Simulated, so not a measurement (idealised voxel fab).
A process module follows: voxel released beams.
Square cells of 5 nm make up the cross-section cut, whose width is 220 nm.
A cross-section is written here as square cells arranged in a grid, and it is given in bands from the top down, each band taking up one or more rows of cells. Top, bottom (nm), then materials left to right with widths (nm); lone material tagged "everywhere" fills the whole band edge to edge; "air" = empty space. It should be noted that heights are counted from 0, beneath which the wafer as supplied is of one material throughout, and that the lowest band possesses no lower boundary but continues downward, as written in "top 0, no bottom". A width such as "30..40" changes by the same amount from each row of cells to the next, from the band's top row to its bottom row. No cell of the cross-section changed in a step that is given as "nothing altered". Any empty space of 8 cells or more lacking an open way to the top shows up in "Enclosed cavity list" as width x height at distance, distance from the left edge, in nm. Heads up: the bit after the settings on a step's line is the simulator's remark on that step. Regarding "overlay nm": on a step with a mask, it is the distance the mask lay to the right of its planned place; a negative value places it to the left.
# Process steps - plan
1: RECEIVE,material Si
2: CONFORMAL_DEP,material SiN,thk nm 10
3: DIRECTIONAL_DEP,material SiO2,thk nm 15
4: MASKED_ETCH,tone open,mask id ANCHOR,width nm 45,etch materials SiO2,depth nm 15,overlay nm 0
5: CONFORMAL_DEP,material TiN,thk nm 15
6: PATTERN,tone cover,mask id BEAM,material resist,width nm 130,thk nm 20,overlay nm 0
7: DIRECTIONAL_ETCH,etch materials TiN,depth nm 15
8: STRIP,etch materials resist
9: STRIP,etch materials SiO2
# Cross-section of the wafer at receipt, which is the condition after step 1
* top 0, no bottom: Si everywhere
* Enclosed cavity list: none
# Module complete - cross-section of the first of two wafers, run according to plan
* top 40, bottom 25: 40 nm air / 20 nm TiN / 15 nm air / 95 nm TiN / 50 nm air
* top 25, bottom 10: 45 nm air / 45 nm TiN / 130 nm air
* top 10, bottom 0: SiN everywhere
* top 0, no bottom: Si everywhere
* Enclosed cavity list: none
# Here's the second of our two wafers sectioned at module end. Same start as the first, same plan, but one mistake got made running it
* top 55, bottom 40: 40 nm air / 130 nm TiN / 50 nm air
* top 40, bottom 25: TiN everywhere
* top 25, bottom 10: 45 nm SiO2 / 45 nm TiN / 130 nm SiO2
* top 10, bottom 0: SiN everywhere
* top 0, no bottom: Si everywhere
* Enclosed cavity list: none
Deviation from plan: twice over, step 5 of the plan was run
Upon completion, the second wafer contains, in terms of cells, a greater or smaller amount of certain materials than the first wafer: SiO2 +105 | TiN +141
